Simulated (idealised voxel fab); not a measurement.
voxel self aligned contacts: a process module
Shown is cross-section cut, with a width of 260 nm and square cells of size 5 nm.
The cross-sections in this document take the form of a grid made of square cells. They are written out as bands, in order from top to bottom. Each band consists of one or more rows of cells.
Each band's line starts with the height of the band's top and of its bottom, in nm. Then come its materials from left to right, each with its width in nm. One material with "full width" fills the band from edge to edge. "blank" is empty space.
Height datum 0, below which the as-received substrate wafer is one material. Lowest band open at the bottom, running downward: "from 0 down".
A two-number width, for instance "30 to 40", indicates that the width is equal to the first number in the top row of the band and to the second number in the bottom row, and that it changes by a constant amount per row of cells.
Any step labelled "changes: none" changed none of the cells in the cross-section.
Basically, "Voids, sealed" tells you about the enclosed voids: empty spaces with no open way to the top, 8 cells or bigger, each written width x height at distance, where distance is from the left edge, all in nm.
Read whatever lies past the settings on a step's line as the simulator's own remark about the step.
The "overlay nm" setting may appear on a step's line; for a step that uses a mask, it gives how far to the right of its planned position the mask lay, and a negative value indicates the left.
-- plan
1. RECEIVE [material Si]
2. CONFORMAL_DEP [material SiO2] [thk nm 5]
3. DIRECTIONAL_DEP [material polySi] [thk nm 30]
4. DIRECTIONAL_DEP [material SiN] [thk nm 25]
5. MASKED_ETCH [tone cover] [mask id GATE] [width nm 25] [pitch nm 60] [etch materials SiN] [depth nm 25] [overlay nm 0]
6. MASKED_ETCH [tone cover] [mask id GATE] [width nm 25] [pitch nm 60] [etch materials polySi] [depth nm 30] [overlay nm 0]
7. CONFORMAL_DEP [material SiN] [thk nm 10]
8. DIRECTIONAL_ETCH [etch materials SiN] [depth nm 10]
9. FILL_DEP [material SiO2] [thk nm 15]
10. CMP [height nm 65]
11. MASKED_ETCH [tone open] [mask id CONTACT] [width nm 45] [pitch nm 60] [etch materials SiO2] [depth nm 65] [overlay nm 0]
12. CONFORMAL_DEP [material TiN] [thk nm 5]
13. FILL_DEP [material W] [thk nm 5]
14. CMP [height nm 65]
15. CONFORMAL_DEP [material SiCN] [thk nm 5]
-- As-received state of the wafer in cross-section, equivalent to post-step 1
> from 0 down: Si full width
> Voids, sealed: none
-- Sectioned view, first of two wafers, at the close of the module, processed as intended in the plan
> from 70 to 65: SiCN full width
> from 65 to 60: SiO2: 75 | TiN: 20 | W: 5 | TiN: 20 | SiO2: 15 | TiN: 20 | W: 5 | TiN: 20 | SiO2: 80
> from 60 to 35: SiO2: 45 | SiN: 45 | TiN: 5 | W: 5 | TiN: 5 | SiN: 45 | TiN: 5 | W: 5 | TiN: 5 | SiN: 45 | SiO2: 50
> from 35 to 5: SiO2: 45 | SiN: 10 | polySi: 25 | SiN: 10 | TiN: 5 | W: 5 | TiN: 5 | SiN: 10 | polySi: 25 | SiN: 10 | TiN: 5 | W: 5 | TiN: 5 | SiN: 10 | polySi: 25 | SiN: 10 | SiO2: 50
> from 5 to 0: SiO2: 90 | TiN: 15 | SiO2: 45 | TiN: 15 | SiO2: 95
> from 0 down: Si full width
> Voids, sealed: none
-- Same start, same plan as the first wafer - but one mistake in the run. Cross-section of the second of the two at the end of the module
> from 70 to 65: SiCN full width
> from 65 to 60: SiO2: 45 | SiN: 45 | TiN: 15 | SiN: 45 | TiN: 15 | SiN: 45 | SiO2: 50
> from 60 to 35: SiN full width
> from 35 to 5: polySi full width
> from 5 to 0: SiO2 full width
> from 0 down: Si full width
> Voids, sealed: none
Nonconformance to the process plan: the plan had its step 4 run twice
End of process, cell counts, second wafer against first, materials with more or fewer: 80 more of SiN, 218 fewer of SiO2, 60 fewer of TiN, 24 fewer of W, 222 more of polySi
